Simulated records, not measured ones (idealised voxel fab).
process module | voxel capacitor over wiring
cross-section cut | 200 nm wide | cells 5 nm
A cross-section is a grid of square cells, given in bands from the top down. A band is one or more rows of cells.
Each band's line starts with the height of the band's top and of its bottom, in nm. Then come its materials from left to right, each with its width in nm. One material with "throughout" fills the band from edge to edge. "air" is empty space.
Height 0 is the level under which the wafer as received is all one material. The lowest band goes on downwards, as in "0 down".
A width such as "30 to 40" changes by the same amount from each row of cells to the next, from the band's top row to its bottom row.
"no change" after a step means that no cell of the cross-section changed.
closed voids: empty space of 8 cells or more with no open way to the top, each as width x height at its distance from the left edge, in nm
after a step's settings: what the simulator itself notes on the step
overlay nm, on a step with a mask: how far to the right of its planned place the mask lay; to the left if negative
plan
1 op RECEIVE | material Si
2 op CONFORMAL_DEP | material SiO2 | thk nm 10
3 op DIRECTIONAL_DEP | material TiN | thk nm 5
4 op DIRECTIONAL_DEP | material W | thk nm 25
5 op MASKED_ETCH | tone cover | mask id METAL_1 | width nm 25 | pitch nm 95 | etch materials W | depth nm 25 | overlay nm 0
6 op MASKED_ETCH | tone cover | mask id METAL_1 | width nm 25 | pitch nm 95 | etch materials TiN | depth nm 5 | overlay nm 0
7 op FILL_DEP | material SiO2 | thk nm 5
8 op CMP | height nm 40
9 op CONFORMAL_DEP | material SiCN | thk nm 5
10 op DIRECTIONAL_DEP | material SiO2 | thk nm 20
11 op MASKED_ETCH | tone open | mask id PLUG_1 | width nm 15 | etch materials SiO2 | depth nm 20 | overlay nm 0
12 op MASKED_ETCH | tone open | mask id PLUG_1 | width nm 15 | etch materials SiCN | depth nm 5 | overlay nm 0
13 op EPI | material Ru | thk nm 10
14 op EPI | material Ru | thk nm 10
15 op EPI | material Ru | thk nm 5
16 op DIRECTIONAL_DEP | material TiN | thk nm 5
17 op DIRECTIONAL_DEP | material HfO2 | thk nm 5
18 op DIRECTIONAL_DEP | material TiN | thk nm 10
19 op PATTERN | tone cover | mask id UPPER_PLATE | material resist | width nm 75 | thk nm 20 | overlay nm 0
20 op DIRECTIONAL_ETCH | etch materials TiN | depth nm 10
21 op DIRECTIONAL_ETCH | etch materials HfO2 | depth nm 5
22 op STRIP | etch materials resist
23 op DIRECTIONAL_DEP | material aC | thk nm 10
24 op PATTERN | tone cover | mask id LOWER_PLATE | material resist | width nm 85 | thk nm 30 | overlay nm 0
25 op DIRECTIONAL_ETCH | etch materials aC | depth nm 10
26 op STRIP | etch materials resist
27 op DIRECTIONAL_ETCH | etch materials TiN | depth nm 5
28 op STRIP | etch materials aC
29 op FILL_DEP | material SiO2 | thk nm 20
30 op CMP | height nm 100
31 op DIRECTIONAL_DEP | material aC | thk nm 10
32 op PATTERN | tone open | mask id PLUG_2 | material resist | width nm 15 | thk nm 30 | overlay nm 0
33 op DIRECTIONAL_ETCH | etch materials aC | depth nm 10
34 op STRIP | etch materials resist
35 op DIRECTIONAL_ETCH | etch materials SiO2 | depth nm 15
36 op STRIP | etch materials aC
37 op CONFORMAL_DEP | material TiN | thk nm 5
38 op FILL_DEP | material Ru | thk nm 5
39 op CMP | height nm 100
40 op CONFORMAL_DEP | material SiN | thk nm 5
as received, after step 1
  0 down: Si throughout
  closed voids: none
first wafer at the end, as planned
  105 to 100: SiN throughout
  100 to 90: SiO2 60 | TiN 5 | Ru 5 | TiN 5 | SiO2 125
  90 to 85: SiO2 60 | TiN 15 | SiO2 125
  85 to 75: SiO2 50 | TiN 75 | SiO2 75
  75 to 70: SiO2 50 | HfO2 75 | SiO2 75
  70 to 65: SiO2 45 | TiN 85 | SiO2 70
  65 to 45: SiO2 50 | Ru 15 | SiO2 135
  45 to 40: SiCN 50 | Ru 15 | SiCN 135
  40 to 15: SiO2 40 | W 25 | SiO2 70 | W 25 | SiO2 40
  15 to 10: SiO2 40 | TiN 25 | SiO2 70 | TiN 25 | SiO2 40
  10 to 0: SiO2 throughout
  0 down: Si throughout
  closed voids: none
second wafer at the end: like start, like plan, one mistake
  105 to 100: SiN throughout
  100 to 90: SiO2 60 | TiN 5 | Ru 5 | TiN 5 | SiO2 125
  90 to 85: SiO2 60 | TiN 15 | SiO2 125
  85 to 80: SiO2 50 | HfO2 75 | SiO2 75
  80 to 75: SiO2 45 | TiN 85 | SiO2 70
  75 to 65: TiN throughout
  65 to 45: SiO2 50 | Ru 15 | SiO2 135
  45 to 40: SiCN 50 | Ru 15 | SiCN 135
  40 to 15: SiO2 40 | W 25 | SiO2 70 | W 25 | SiO2 40
  15 to 10: SiO2 40 | TiN 25 | SiO2 70 | TiN 25 | SiO2 40
  10 to 0: SiO2 throughout
  0 down: Si throughout
  closed voids: none
what went wrong: steps 17 and 18 were swapped
at the end the second wafer has, in cells: 50 fewer of SiO2 | 50 more of TiN
